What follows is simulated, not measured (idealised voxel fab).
Process module name: voxel fin reveal
The width of the displayed cross-section, cut, is 200 nm; its cells are square, with a size of 5 nm.
Bands, listed from the top down, are how a cross-section gets written in this document; the cross-section itself is a grid of square cells, and a band is one or more rows of them. Top, bottom (nm), then materials left to right with widths (nm); lone material tagged "edge to edge" fills the whole band edge to edge; "air" = empty space. The reference from which all heights are counted is 0, the level beneath which the as-received wafer is entirely one material; the lowest band, having no lower bound, proceeds downward and is written after the example "z 0 and below". The two numbers in a width such as "30->40" mark its ends across the band: the first belongs to the top row of cells, the second to the bottom row, and from each row to the next the width moves by the same amount. "nothing altered" after a step means that no cell of the cross-section changed. Each empty space that has no open way to the top and spans at least 8 cells appears under "Closed void roster" as width x height at distance, the distance counted from the left edge, all in nm. Formally, on a step line, whatever follows the settings is a remark that the simulator itself makes on the step. The optional step-line setting "overlay nm" applies to steps with a mask and quantifies how far to the right of its planned location the mask lay, a negative value indicating leftward placement.
Plan:
- 1: RECEIVE,material Si
- 2: CONFORMAL_DEP,material SiN,thk nm 10
- 3: MASKED_ETCH,tone cover,mask id FINS,width nm 15,pitch nm 45,etch materials SiN,depth nm 10,overlay nm 0
- 4: MASKED_ETCH,tone cover,mask id FINS,width nm 15,pitch nm 45,etch materials Si,depth nm 40,overlay nm 0
- 5: OXIDIZE,depth nm 5
- 6: FILL_DEP,material SiO2,thk nm 10
- 7: CMP,height nm 10
- 8: SELECTIVE_ETCH,etch materials SiO2,depth nm 40
- 9: STRIP,etch materials SiN
Received-state cross-section, reflecting completion of step 1:
- z 0 and below  Si edge to edge
- Closed void roster: none
Here's the wafer cut in cross-section after the module, started and planned just like above, except one thing was done wrong in the run:
- z 10 to 0  air=70  SiN=15  air=30  SiN=15  air=70
- z 0 to -30  air=75  Si=5  air=40  Si=5  air=75
- z -30 to -45  SiO2=75  Si=5  SiO2=40  Si=5  SiO2=75
- z -45 and below  Si edge to edge
- Closed void roster: none
Finding, execution versus plan: not run: step 9 of the plan (skipped)
